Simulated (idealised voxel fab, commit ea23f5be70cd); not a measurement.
Process module, titled voxel gate over fins
Section shown: cut. Width: 230 nm. Cell size: 5 nm, square.
Notation: cross-section as square-cell grid; stated in bands, top first, going down; one or more cell rows per band. Heights first: top, then bottom, in nm. Then materials, left to right, each with a width in nm. "everywhere" on a single material: fills the band edge to edge. "blank": empty space. Heights are measured from 0, the level below which the as-received wafer is all one material; the lowest band has no bottom and continues downward, written as in "0 -> down". Quick explanation for "30 to 40": the width changes in equal steps down the rows of cells, from the first number in the band's top row to the second number in its bottom row. Given "no alterations made" for a step, no cell of the cross-section differs between before and after that step. Any empty space of 8 cells or more lacking an open way to the top shows up in "Fully closed voids" as width x height at distance, distance from the left edge, in nm. It should be noted that, on the line of a given step, the content following the step's settings is a remark produced by the simulator itself with respect to that step. "overlay nm" answers the question of how far to the right of plan the mask lay on a step that has a mask, and when it is negative the answer is to the left.

Steps in the process plan
1: RECEIVE [material Si]
2: CONFORMAL_DEP [material SiN] [thk nm 5]
3: MASKED_ETCH [tone cover] [mask id FINS] [width nm 15] [pitch nm 45] [etch materials SiN] [depth nm 5] [overlay nm 0]
4: MASKED_ETCH [tone cover] [mask id FINS] [width nm 15] [pitch nm 45] [etch materials Si] [depth nm 40] [overlay nm 0]
5: FILL_DEP [material SiO2] [thk nm 5]
6: CMP [height nm 5]
7: SELECTIVE_ETCH [etch materials SiO2] [depth nm 15]
8: STRIP [etch materials SiN]
9: CONFORMAL_DEP [material HfO2] [thk nm 5]
10: CONFORMAL_DEP [material TiN] [thk nm 5]
11: FILL_DEP [material W] [thk nm 10]
12: CMP [height nm 15]
13: CONFORMAL_DEP [material SiCN] [thk nm 5]
All wafers enter the flow in the same state. The width nm at step 3 differs from wafer to wafer, and the plan gives the value for the first wafer.

Step 1 complete: as-received cross-section of the first of several wafers
	0 -> down  Si everywhere
	Fully closed voids: none

Once step 13, the last step, is complete, the module is at its end; this is the cross-section of the first of several wafers
	20 -> 15  SiCN everywhere
	15 -> 10  W everywhere
	10 -> 5  W 75 | TiN 35 | W 10 | TiN 35 | W 75
	5 -> 0  W 75 | TiN 5 | HfO2 25 | TiN 5 | W 10 | TiN 5 | HfO2 25 | TiN 5 | W 75
	0 -> -5  TiN 80 | HfO2 5 | Si 15 | HfO2 5 | TiN 20 | HfO2 5 | Si 15 | HfO2 5 | TiN 80
	-5 -> -10  HfO2 85 | Si 15 | HfO2 30 | Si 15 | HfO2 85
	-10 -> -40  SiO2 85 | Si 15 | SiO2 30 | Si 15 | SiO2 85
	-40 -> down  Si everywhere
	Fully closed voids: none

The final wafer, sectioned at module end
	20 -> 15  SiCN everywhere
	15 -> 10  W everywhere
	10 -> 5  W 70 | TiN 95 | W 65
	5 -> 0  W 70 | TiN 5 | HfO2 40 | TiN 5 | HfO2 40 | TiN 5 | W 65
	0 -> -5  TiN 75 | HfO2 5 | Si 30 | HfO2 5 | TiN 5 | HfO2 5 | Si 30 | HfO2 5 | TiN 70
	-5 -> -10  HfO2 80 | Si 30 | HfO2 15 | Si 30 | HfO2 75
	-10 -> -40  SiO2 80 | Si 30 | SiO2 15 | Si 30 | SiO2 75
	-40 -> down  Si everywhere
	Fully closed voids: none

Every row in this table is a wafer at the end of the module, and it gives, for each of the materials, the cells that wafer has gained (+) or lost (-) since it was received, then its closed voids
width nm 15 | +54 HfO2 | -320 Si | +46 SiCN | +240 SiO2 | +54 TiN | +110 W | Fully closed voids: none
width nm 20 | +54 HfO2 | -304 Si | +46 SiCN | +228 SiO2 | +54 TiN | +106 W | Fully closed voids: none
width nm 25 | +54 HfO2 | -288 Si | +46 SiCN | +216 SiO2 | +54 TiN | +102 W | Fully closed voids: none
width nm 30 | +54 HfO2 | -272 Si | +46 SiCN | +204 SiO2 | +52 TiN | +100 W | Fully closed voids: none
